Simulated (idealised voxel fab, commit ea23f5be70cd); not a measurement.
You're looking at the process module voxel self aligned vias.
The cross-section on display is named cut; it measures 285 nm wide, and its cells are 5 nm squares.
Cross-section = grid of square cells, listed top down in bands; band = one or more rows.
This entry defines a band. It first specifies the height of the band's top and the height of its bottom in nm, and then specifies the band's materials from left to right, stating each material with its width in nm. The word "full width" identifies a single material that fills the band from edge to edge, while the word "empty" identifies empty space.
Basically, 0 is our baseline, since under it the wafer straight out of the box is all one material. The bottom band has no lower end and keeps on going down, so it looks like "0..down".
A width given as "30..40" starts at the first number in the band's top row and ends at the second number in its bottom row, shifting by an equal amount at every step from row to row.
Take "no change" at face value: in the step it is given for, the cross-section changed in none of its cells.
Voids not open to the top, 8 cells minimum: see "Completely sealed voids". Written width x height at distance; distance is from the left edge; nm.
Whatever follows a step's settings on its line is a remark the simulator itself makes about that step.
When a step includes a mask, the "overlay nm" setting on its line states how far to the right of its planned place that mask lay, and negative values state how far to the left.
Each pair of cross-sections that follows straddles one process step: the one shows the state before the step, the other the state after it, down to the lowest band that changed and no further. The step in question, and its settings, are given under the pair. Note that a pair is not necessarily a continuation of the pair above it, since pairs can come from different runs of this module on the same starting wafer; it is a continuation only where its entry headed "Pre-process" says so.

### Pre-process
> 60..45: SiO2 full width
> 45..35: SiO2: 95; SiN: 30; SiO2: 30; SiN: 30; SiO2: 100
> 35..20: SiO2: 95; TiN: 5; W: 20; TiN: 5; SiO2: 30; TiN: 5; W: 20; TiN: 5; SiO2: 100
> 20..15: SiO2: 95; TiN: 30; SiO2: 30; TiN: 30; SiO2: 100
> 15..10: SiCN full width
> 10..0: SiO2 full width
> 0..down: Si full width
> Completely sealed voids: none

### Post-Step Section View
> 60..45: SiO2: 100; empty: 40; SiO2: 20; empty: 40; SiO2: 85
> Rest of section, below 45: as before.
> Completely sealed voids: none
Can you name the step between the two cross-sections above? It is MASKED_ETCH,tone open,mask id VIAS,width nm 40,pitch nm 60,etch materials SiO2,depth nm 15,overlay nm 10

Pre-process: the after view from the pair directly above serves as the before view here.

### Post-Step Section View
> 60..45: SiO2: 100; empty: 40; SiO2: 20; empty: 40; SiO2: 85
> 45..35: SiO2: 95; SiN: 5; empty: 25; SiO2: 30; SiN: 5; empty: 25; SiO2: 100
> Rest of section, below 35: as before.
> Completely sealed voids: none
Can you name the step between the two cross-sections above? It is MASKED_ETCH,tone open,mask id VIAS,width nm 40,pitch nm 60,etch materials SiN,depth nm 10,overlay nm 0

Pre-process: the after view from the pair directly above serves as the before view here.

### Post-Step Section View
> 65..60: TiN: 105; empty: 30; TiN: 30; empty: 30; TiN: 90
> 60..50: SiO2: 100; TiN: 5; empty: 30; TiN: 5; SiO2: 20; TiN: 5; empty: 30; TiN: 5; SiO2: 85
> 50..45: SiO2: 100; TiN: 5; empty: 15; TiN: 20; SiO2: 20; TiN: 5; empty: 15; TiN: 20; SiO2: 85
> 45..40: SiO2: 95; SiN: 5; TiN: 5; empty: 15; TiN: 5; SiO2: 30; SiN: 5; TiN: 5; empty: 15; TiN: 5; SiO2: 100
> 40..35: SiO2: 95; SiN: 5; TiN: 25; SiO2: 30; SiN: 5; TiN: 25; SiO2: 100
> Rest of section, below 35: as before.
> Completely sealed voids: none
Can you name the step between the two cross-sections above? It is CONFORMAL_DEP,material TiN,thk nm 5

Pre-process: the after view from the pair directly above serves as the before view here.

### Post-Step Section View
> 75..65: W full width
> 65..60: TiN: 105; W: 30; TiN: 30; W: 30; TiN: 90
> 60..50: SiO2: 100; TiN: 5; W: 30; TiN: 5; SiO2: 20; TiN: 5; W: 30; TiN: 5; SiO2: 85
> 50..45: SiO2: 100; TiN: 5; W: 15; TiN: 20; SiO2: 20; TiN: 5; W: 15; TiN: 20; SiO2: 85
> 45..40: SiO2: 95; SiN: 5; TiN: 5; W: 15; TiN: 5; SiO2: 30; SiN: 5; TiN: 5; W: 15; TiN: 5; SiO2: 100
> Rest of section, below 40: as before.
> Completely sealed voids: none
Can you name the step between the two cross-sections above? It is FILL_DEP,material W,thk nm 10

Pre-process: the after view from the pair directly above serves as the before view here.

### Post-Step Section View
> 60..50: SiO2: 100; TiN: 5; W: 30; TiN: 5; SiO2: 20; TiN: 5; W: 30; TiN: 5; SiO2: 85
> Rest of section, below 50: as before.
> Completely sealed voids: none
Can you name the step between the two cross-sections above? It is CMP,height nm 60

Pre-process: the after view from the pair directly above serves as the before view here.

### Post-Step Section View
> 65..60: SiCN full width
> Rest of section, below 60: as before.
> Completely sealed voids: none
Can you name the step between the two cross-sections above? It is CONFORMAL_DEP,material SiCN,thk nm 5

### Pre-process
> 0..down: Si full width
> Completely sealed voids: none

### Post-Step Section View
> 10..0: SiN full width
> Rest of section, below 0: as before.
> Completely sealed voids: none
Can you name the step between the two cross-sections above? It is CONFORMAL_DEP,material SiN,thk nm 10

Pre-process: the after view from the pair directly above serves as the before view here.

### Post-Step Section View
> 15..10: SiCN full width
> Rest of section, below 10: as before.
> Completely sealed voids: none
Can you name the step between the two cross-sections above? It is CONFORMAL_DEP,material SiCN,thk nm 5

Pre-process: the after view from the pair directly above serves as the before view here.

### Post-Step Section View
> 45..15: SiO2 full width
> Rest of section, below 15: as before.
> Completely sealed voids: none
Can you name the step between the two cross-sections above? It is DIRECTIONAL_DEP,material SiO2,thk nm 30

Pre-process: the after view from the pair directly above serves as the before view here.

### Post-Step Section View
> 60..45: resist: 95; empty: 30; resist: 30; empty: 30; resist: 100
> Rest of section, below 45: as before.
> Completely sealed voids: none
Can you name the step between the two cross-sections above? It is PATTERN,tone open,mask id LINES,material resist,width nm 30,pitch nm 60,thk nm 15,overlay nm 0

Pre-process: the after view from the pair directly above serves as the before view here.

### Post-Step Section View
> 60..45: resist: 95; empty: 30; resist: 30; empty: 30; resist: 100
> 45..15: SiO2: 95; empty: 30; SiO2: 30; empty: 30; SiO2: 100
> Rest of section, below 15: as before.
> Completely sealed voids: none
Can you name the step between the two cross-sections above? It is DIRECTIONAL_ETCH,etch materials SiO2,depth nm 30

Pre-process: the after view from the pair directly above serves as the before view here.

### Post-Step Section View
> 45..15: SiO2: 95; empty: 30; SiO2: 30; empty: 30; SiO2: 100
> Rest of section, below 15: as before.
> Completely sealed voids: none
Can you name the step between the two cross-sections above? It is STRIP,etch materials resist

Pre-process: the after view from the pair directly above serves as the before view here.

### Post-Step Section View
> 50..45: TiN: 100; empty: 20; TiN: 40; empty: 20; TiN: 105
> 45..20: SiO2: 95; TiN: 5; empty: 20; TiN: 5; SiO2: 30; TiN: 5; empty: 20; TiN: 5; SiO2: 100
> 20..15: SiO2: 95; TiN: 30; SiO2: 30; TiN: 30; SiO2: 100
> Rest of section, below 15: as before.
> Completely sealed voids: none
Can you name the step between the two cross-sections above? It is CONFORMAL_DEP,material TiN,thk nm 5

Pre-process: the after view from the pair directly above serves as the before view here.

### Post-Step Section View
> 55..50: W full width
> 50..45: TiN: 100; W: 20; TiN: 40; W: 20; TiN: 105
> 45..20: SiO2: 95; TiN: 5; W: 20; TiN: 5; SiO2: 30; TiN: 5; W: 20; TiN: 5; SiO2: 100
> Rest of section, below 20: as before.
> Completely sealed voids: none
Can you name the step between the two cross-sections above? It is FILL_DEP,material W,thk nm 5

Pre-process: the after view from the pair directly above serves as the before view here.

### Post-Step Section View
> 45..20: SiO2: 95; TiN: 5; W: 20; TiN: 5; SiO2: 30; TiN: 5; W: 20; TiN: 5; SiO2: 100
> Rest of section, below 20: as before.
> Completely sealed voids: none
Can you name the step between the two cross-sections above? It is CMP,height nm 45

Pre-process: the after view from the pair directly above serves as the before view here.

### Post-Step Section View
> 45..35: SiO2: 95; empty: 30; SiO2: 30; empty: 30; SiO2: 100
> Rest of section, below 35: as before.
> Completely sealed voids: none
Can you name the step between the two cross-sections above? It is SELECTIVE_ETCH,etch materials W Ru TiN,depth nm 10

Pre-process: the after view from the pair directly above serves as the before view here.

### Post-Step Section View
> 50..45: SiN full width
> 45..35: SiO2: 95; SiN: 30; SiO2: 30; SiN: 30; SiO2: 100
> Rest of section, below 35: as before.
> Completely sealed voids: none
Can you name the step between the two cross-sections above? It is FILL_DEP,material SiN,thk nm 5

Pre-process: the after view from the pair directly above serves as the before view here.

### Post-Step Section View
> 45..35: SiO2: 95; SiN: 30; SiO2: 30; SiN: 30; SiO2: 100
> Rest of section, below 35: as before.
> Completely sealed voids: none
Can you name the step between the two cross-sections above? It is CMP,height nm 45

Pre-process: the after view from the pair directly above serves as the before view here.

### Post-Step Section View
> 60..45: SiO2 full width
> Rest of section, below 45: as before.
> Completely sealed voids: none
Can you name the step between the two cross-sections above? It is DIRECTIONAL_DEP,material SiO2,thk nm 15

Pre-process: the after view from the pair directly above serves as the before view here.

### Post-Step Section View
> 60..45: SiO2: 90; empty: 40; SiO2: 20; empty: 40; SiO2: 95
> Rest of section, below 45: as before.
> Completely sealed voids: none
Can you name the step between the two cross-sections above? It is MASKED_ETCH,tone open,mask id VIAS,width nm 40,pitch nm 60,etch materials SiO2,depth nm 15,overlay nm 0

Pre-process: the after view from the pair directly above serves as the before view here.

### Post-Step Section View
> 60..45: SiO2: 90; empty: 40; SiO2: 20; empty: 40; SiO2: 95
> 45..35: SiO2: 95; empty: 30; SiO2: 30; empty: 30; SiO2: 100
> Rest of section, below 35: as before.
> Completely sealed voids: none
Can you name the step between the two cross-sections above? It is MASKED_ETCH,tone open,mask id VIAS,width nm 40,pitch nm 60,etch materials SiN,depth nm 10,overlay nm 0

Pre-process: the after view from the pair directly above serves as the before view here.

### Post-Step Section View
> 65..60: TiN: 95; empty: 30; TiN: 30; empty: 30; TiN: 100
> 60..50: SiO2: 90; TiN: 5; empty: 30; TiN: 5; SiO2: 20; TiN: 5; empty: 30; TiN: 5; SiO2: 95
> 50..40: SiO2: 90..95; TiN: 10..5; empty: 20; TiN: 10..5; SiO2: 20..30; TiN: 10..5; empty: 20; TiN: 10..5; SiO2: 95..100
> 40..35: SiO2: 95; TiN: 30; SiO2: 30; TiN: 30; SiO2: 100
> Rest of section, below 35: as before.
> Completely sealed voids: none
Can you name the step between the two cross-sections above? It is CONFORMAL_DEP,material TiN,thk nm 5

Pre-process: the after view from the pair directly above serves as the before view here.

### Post-Step Section View
> 75..65: W full width
> 65..60: TiN: 95; W: 30; TiN: 30; W: 30; TiN: 100
> 60..50: SiO2: 90; TiN: 5; W: 30; TiN: 5; SiO2: 20; TiN: 5; W: 30; TiN: 5; SiO2: 95
> 50..40: SiO2: 90..95; TiN: 10..5; W: 20; TiN: 10..5; SiO2: 20..30; TiN: 10..5; W: 20; TiN: 10..5; SiO2: 95..100
> Rest of section, below 40: as before.
> Completely sealed voids: none
Can you name the step between the two cross-sections above? It is FILL_DEP,material W,thk nm 10

Pre-process: the after view from the pair directly above serves as the before view here.

### Post-Step Section View
> 60..50: SiO2: 90; TiN: 5; W: 30; TiN: 5; SiO2: 20; TiN: 5; W: 30; TiN: 5; SiO2: 95
> Rest of section, below 50: as before.
> Completely sealed voids: none
Can you name the step between the two cross-sections above? It is CMP,height nm 60

Pre-process: the after view from the pair directly above serves as the before view here.

### Post-Step Section View
> 65..60: SiCN full width
> Rest of section, below 60: as before.
> Completely sealed voids: none
Can you name the step between the two cross-sections above? It is CONFORMAL_DEP,material SiCN,thk nm 5

### Pre-process
> 45..15: SiO2 full width
> 15..10: SiCN full width
> 10..0: SiO2 full width
> 0..down: Si full width
> Completely sealed voids: none

### Post-Step Section View
> 60..45: empty: 95; resist: 30; empty: 30; resist: 30; empty: 100
> Rest of section, below 45: as before.
> Completely sealed voids: none
Can you name the step between the two cross-sections above? It is PATTERN,tone cover,mask id LINES,material resist,width nm 30,pitch nm 60,thk nm 15,overlay nm 0

Pre-process: the after view from the pair directly above serves as the before view here.

### Post-Step Section View
> 60..45: empty: 95; resist: 30; empty: 30; resist: 30; empty: 100
> 45..15: empty: 95; SiO2: 30; empty: 30; SiO2: 30; empty: 100
> Rest of section, below 15: as before.
> Completely sealed voids: none
Can you name the step between the two cross-sections above? It is DIRECTIONAL_ETCH,etch materials SiO2,depth nm 30

Pre-process: the after view from the pair directly above serves as the before view here.

### Post-Step Section View
> 45..15: empty: 95; SiO2: 30; empty: 30; SiO2: 30; empty: 100
> Rest of section, below 15: as before.
> Completely sealed voids: none
Can you name the step between the two cross-sections above? It is STRIP,etch materials resist

Pre-process: the after view from the pair directly above serves as the before view here.

### Post-Step Section View
> 50..45: empty: 90; TiN: 40; empty: 20; TiN: 40; empty: 95
> 45..20: empty: 90; TiN: 5; SiO2: 30; TiN: 5; empty: 20; TiN: 5; SiO2: 30; TiN: 5; empty: 95
> 20..15: TiN: 95; SiO2: 30; TiN: 30; SiO2: 30; TiN: 100
> Rest of section, below 15: as before.
> Completely sealed voids: none
Can you name the step between the two cross-sections above? It is CONFORMAL_DEP,material TiN,thk nm 5

Pre-process: the after view from the pair directly above serves as the before view here.

### Post-Step Section View
> 55..50: W full width
> 50..45: W: 90; TiN: 40; W: 20; TiN: 40; W: 95
> 45..20: W: 90; TiN: 5; SiO2: 30; TiN: 5; W: 20; TiN: 5; SiO2: 30; TiN: 5; W: 95
> Rest of section, below 20: as before.
> Completely sealed voids: none
Can you name the step between the two cross-sections above? It is FILL_DEP,material W,thk nm 5

Pre-process: the after view from the pair directly above serves as the before view here.

### Post-Step Section View
> 45..20: W: 90; TiN: 5; SiO2: 30; TiN: 5; W: 20; TiN: 5; SiO2: 30; TiN: 5; W: 95
> Rest of section, below 20: as before.
> Completely sealed voids: none
Can you name the step between the two cross-sections above? It is CMP,height nm 45

Pre-process: the after view from the pair directly above serves as the before view here.

### Post-Step Section View
> 45..35: empty: 95; SiO2: 30; empty: 30; SiO2: 30; empty: 100
> Rest of section, below 35: as before.
> Completely sealed voids: none
Can you name the step between the two cross-sections above? It is SELECTIVE_ETCH,etch materials W Ru TiN,depth nm 10

Pre-process: the after view from the pair directly above serves as the before view here.

### Post-Step Section View
> 50..45: SiN full width
> 45..35: SiN: 95; SiO2: 30; SiN: 30; SiO2: 30; SiN: 100
> Rest of section, below 35: as before.
> Completely sealed voids: none
Can you name the step between the two cross-sections above? It is FILL_DEP,material SiN,thk nm 5

Pre-process: the after view from the pair directly above serves as the before view here.

### Post-Step Section View
> 45..35: SiN: 95; SiO2: 30; SiN: 30; SiO2: 30; SiN: 100
> Rest of section, below 35: as before.
> Completely sealed voids: none
Can you name the step between the two cross-sections above? It is CMP,height nm 45

Pre-process: the after view from the pair directly above serves as the before view here.

### Post-Step Section View
> 60..45: SiO2 full width
> Rest of section, below 45: as before.
> Completely sealed voids: none
Can you name the step between the two cross-sections above? It is DIRECTIONAL_DEP,material SiO2,thk nm 15

Pre-process: the after view from the pair directly above serves as the before view here.

### Post-Step Section View
> 60..45: SiO2: 90; empty: 40; SiO2: 20; empty: 40; SiO2: 95
> Rest of section, below 45: as before.
> Completely sealed voids: none
Can you name the step between the two cross-sections above? It is MASKED_ETCH,tone open,mask id VIAS,width nm 40,pitch nm 60,etch materials SiO2,depth nm 15,overlay nm 0

Pre-process: the after view from the pair directly above serves as the before view here.

### Post-Step Section View
> 60..45: SiO2: 90; empty: 40; SiO2: 20; empty: 40; SiO2: 95
> 45..35: SiN: 90; empty: 5; SiO2: 30; empty: 5; SiN: 20; empty: 5; SiO2: 30; empty: 5; SiN: 95
> Rest of section, below 35: as before.
> Completely sealed voids: none
Can you name the step between the two cross-sections above? It is MASKED_ETCH,tone open,mask id VIAS,width nm 40,pitch nm 60,etch materials SiN,depth nm 10,overlay nm 0

Pre-process: the after view from the pair directly above serves as the before view here.

### Post-Step Section View
> 65..60: TiN: 95; empty: 30; TiN: 30; empty: 30; TiN: 100
> 60..50: SiO2: 90; TiN: 5; empty: 30; TiN: 5; SiO2: 20; TiN: 5; empty: 30; TiN: 5; SiO2: 95
> 50..45: SiO2: 90; TiN: 40; SiO2: 20; TiN: 40; SiO2: 95
> 45..35: SiN: 90; TiN: 5; SiO2: 30; TiN: 5; SiN: 20; TiN: 5; SiO2: 30; TiN: 5; SiN: 95
> Rest of section, below 35: as before.
> Completely sealed voids: none
Can you name the step between the two cross-sections above? It is CONFORMAL_DEP,material TiN,thk nm 5

Pre-process: the after view from the pair directly above serves as the before view here.

### Post-Step Section View
> 75..65: W full width
> 65..60: TiN: 95; W: 30; TiN: 30; W: 30; TiN: 100
> 60..50: SiO2: 90; TiN: 5; W: 30; TiN: 5; SiO2: 20; TiN: 5; W: 30; TiN: 5; SiO2: 95
> Rest of section, below 50: as before.
> Completely sealed voids: none
Can you name the step between the two cross-sections above? It is FILL_DEP,material W,thk nm 10

Pre-process: the after view from the pair directly above serves as the before view here.

### Post-Step Section View
> 60..50: SiO2: 90; TiN: 5; W: 30; TiN: 5; SiO2: 20; TiN: 5; W: 30; TiN: 5; SiO2: 95
> Rest of section, below 50: as before.
> Completely sealed voids: none
Can you name the step between the two cross-sections above? It is CMP,height nm 60

Pre-process: the after view from the pair directly above serves as the before view here.

### Post-Step Section View
> 65..60: SiCN full width
> Rest of section, below 60: as before.
> Completely sealed voids: none
Can you name the step between the two cross-sections above? It is CONFORMAL_DEP,material SiCN,thk nm 5
